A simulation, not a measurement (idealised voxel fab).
process module | voxel transistor to metal
cross-section cut | 150 nm wide | cells 5 nm
A cross-section is a grid of square cells, given in bands from the top down. A band is one or more rows of cells.
Each band's line starts with the height of the band's top and of its bottom, in nm. Then come its materials from left to right, each with its width in nm. One material with "throughout" fills the band from edge to edge. "air" is empty space.
Height 0 is the level under which the wafer as received is all one material. The lowest band goes on downwards, as in "0 down".
A width such as "30 to 40" changes by the same amount from each row of cells to the next, from the band's top row to its bottom row.
"no change" after a step means that no cell of the cross-section changed.
closed voids: empty space of 8 cells or more with no open way to the top, each as width x height at its distance from the left edge, in nm
after a step's settings: what the simulator itself notes on the step
overlay nm, on a step with a mask: how far to the right of its planned place the mask lay; to the left if negative
plan
1 op RECEIVE | material Si
2 op OXIDIZE | depth nm 5
3 op CONFORMAL_DEP | material SiN | thk nm 10
4 op MASKED_ETCH | tone cover | mask id ACTIVE | width nm 95 | etch materials SiN | depth nm 10 | overlay nm 0
5 op MASKED_ETCH | tone cover | mask id ACTIVE | width nm 95 | etch materials SiO2 | depth nm 5 | overlay nm 0
6 op MASKED_ETCH | tone cover | mask id ACTIVE | width nm 95 | etch materials Si | depth nm 25 | overlay nm 0
7 op FILL_DEP | material SiO2 | thk nm 15
8 op CMP | height nm 10
9 op SELECTIVE_ETCH | etch materials SiO2 | depth nm 10
10 op STRIP | etch materials SiN
11 op SELECTIVE_ETCH | etch materials SiO2 | depth nm 5
12 op OXIDIZE | depth nm 5
13 op DIRECTIONAL_DEP | material polySi | thk nm 25
14 op DIRECTIONAL_DEP | material SiCN | thk nm 15
15 op PATTERN | tone cover | mask id GATE | material resist | width nm 25 | thk nm 20 | overlay nm 0
16 op DIRECTIONAL_ETCH | etch materials SiCN | depth nm 25
17 op DIRECTIONAL_ETCH | etch materials polySi | depth nm 35
18 op STRIP | etch materials resist
19 op CONFORMAL_DEP | material SiO2 | thk nm 5
20 op DIRECTIONAL_ETCH | etch materials SiO2 | depth nm 5
21 op CONFORMAL_DEP | material SiN | thk nm 5
22 op DIRECTIONAL_ETCH | etch materials SiN | depth nm 5
23 op DIRECTIONAL_ETCH | etch materials SiO2 | depth nm 5
24 op DIRECTIONAL_ETCH | etch materials Si | depth nm 10
25 op EPI | material SiGe | thk nm 10
26 op FILL_DEP | material SiO2 | thk nm 10
27 op CMP | height nm 35
28 op DIRECTIONAL_DEP | material SiO2 | thk nm 10
29 op MASKED_ETCH | tone open | mask id CONTACT | width nm 25 | pitch nm 60 | etch materials SiO2 | depth nm 55 | overlay nm 0
30 op CONFORMAL_DEP | material TiN | thk nm 5
31 op FILL_DEP | material Ru | thk nm 5
32 op CMP | height nm 45
33 op DIRECTIONAL_DEP | material TiN | thk nm 5
34 op DIRECTIONAL_DEP | material Ru | thk nm 20
35 op PATTERN | tone cover | mask id METAL_1 | material resist | width nm 15 | pitch nm 70 | thk nm 20 | overlay nm 0
36 op DIRECTIONAL_ETCH | etch materials Ru | depth nm 20
37 op DIRECTIONAL_ETCH | etch materials TiN | depth nm 5
38 op STRIP | etch materials resist
39 op CONFORMAL_DEP | material SiN | thk nm 5
40 op FILL_DEP | material SiO2 | thk nm 5
41 op CMP | height nm 70
42 op CONFORMAL_DEP | material SiN | thk nm 5
as received, after step 1
  0 down: Si throughout
  closed voids: none
first wafer at the end, as planned
  75 to 70: SiN throughout
  70 to 50: SiO2 25 | SiN 5 | Ru 15 | SiN 5 | SiO2 45 | SiN 5 | Ru 15 | SiN 5 | SiO2 30
  50 to 45: SiN 30 | TiN 15 | SiN 55 | TiN 15 | SiN 35
  45 to 35: SiO2 30 | TiN 5 | Ru 15 to 10 | TiN 5 to 10 | SiO2 35 | TiN 5 to 10 | Ru 15 to 10 | TiN 5 | SiO2 35
  35 to 20: SiO2 30 | TiN 5 | Ru 10 | TiN 5 | SiN 5 | SiO2 5 | SiCN 25 | SiO2 5 | SiN 5 | TiN 5 | Ru 10 | TiN 5 | SiO2 35
  20 to 5: SiO2 30 | TiN 5 | Ru 10 | TiN 5 | SiN 5 | SiO2 5 | polySi 25 | SiO2 5 | SiN 5 | TiN 5 | Ru 10 | TiN 5 | SiO2 35
  5 to 0: SiO2 30 | TiN 20 | SiN 5 | SiO2 5 | polySi 25 | SiO2 5 | SiN 5 | TiN 20 | SiO2 35
  0 to -5: SiO2 30 | TiN 10 | SiGe 10 | SiN 5 | SiO2 5 | polySi 25 | SiO2 5 | SiN 5 | SiGe 10 | TiN 10 | SiO2 35
  -5 to -10: SiO2 30 | TiN 10 | SiGe 10 | SiO2 45 | SiGe 10 | TiN 10 | SiO2 35
  -10 to -20: SiO2 25 | SiGe 25 | Si 45 | SiGe 25 | SiO2 30
  -20 to -30: SiO2 25 | Si 95 | SiO2 30
  -30 down: Si throughout
  closed voids: none
second wafer at the end: like start, like plan, one mistake
  75 to 70: SiN throughout
  70 to 50: SiO2 25 | SiN 5 | Ru 15 | SiN 5 | SiO2 45 | SiN 5 | Ru 15 | SiN 5 | SiO2 30
  50 to 45: SiN 30 | TiN 15 | SiN 55 | TiN 15 | SiN 35
  45 to 35: SiO2 30 | TiN 5 | Ru 15 to 10 | TiN 5 to 10 | SiO2 35 | TiN 5 to 10 | Ru 15 to 10 | TiN 5 | SiO2 35
  35 to 20: SiO2 30 | TiN 5 | Ru 10 | TiN 5 | SiN 5 | SiO2 5 | SiCN 25 | SiO2 5 | SiN 5 | TiN 5 | Ru 10 | TiN 5 | SiO2 35
  20 to 5: SiO2 30 | TiN 5 | Ru 10 | TiN 5 | SiN 5 | SiO2 5 | polySi 25 | SiO2 5 | SiN 5 | TiN 5 | Ru 10 | TiN 5 | SiO2 35
  5 to 0: SiO2 30 | TiN 20 | SiN 5 | SiO2 5 | polySi 25 | SiO2 5 | SiN 5 | TiN 20 | SiO2 35
  0 to -5: SiO2 30 | TiN 10 | SiGe 10 | SiN 5 | SiO2 5 | polySi 25 | SiO2 5 | SiN 5 | SiGe 10 | TiN 10 | SiO2 35
  -5 to -10: SiO2 30 | TiN 10 | SiGe 10 | SiO2 45 | SiGe 10 | TiN 10 | SiO2 35
  -10 to -20: SiO2 25 | SiGe 25 | Si 45 | SiGe 25 | SiO2 30
  -20 to -55: SiO2 25 | Si 95 | SiO2 30
  -55 down: Si throughout
  closed voids: none
what went wrong: step 6 was run twice
at the end the second wafer has, in cells: 55 fewer of Si | 55 more of SiO2
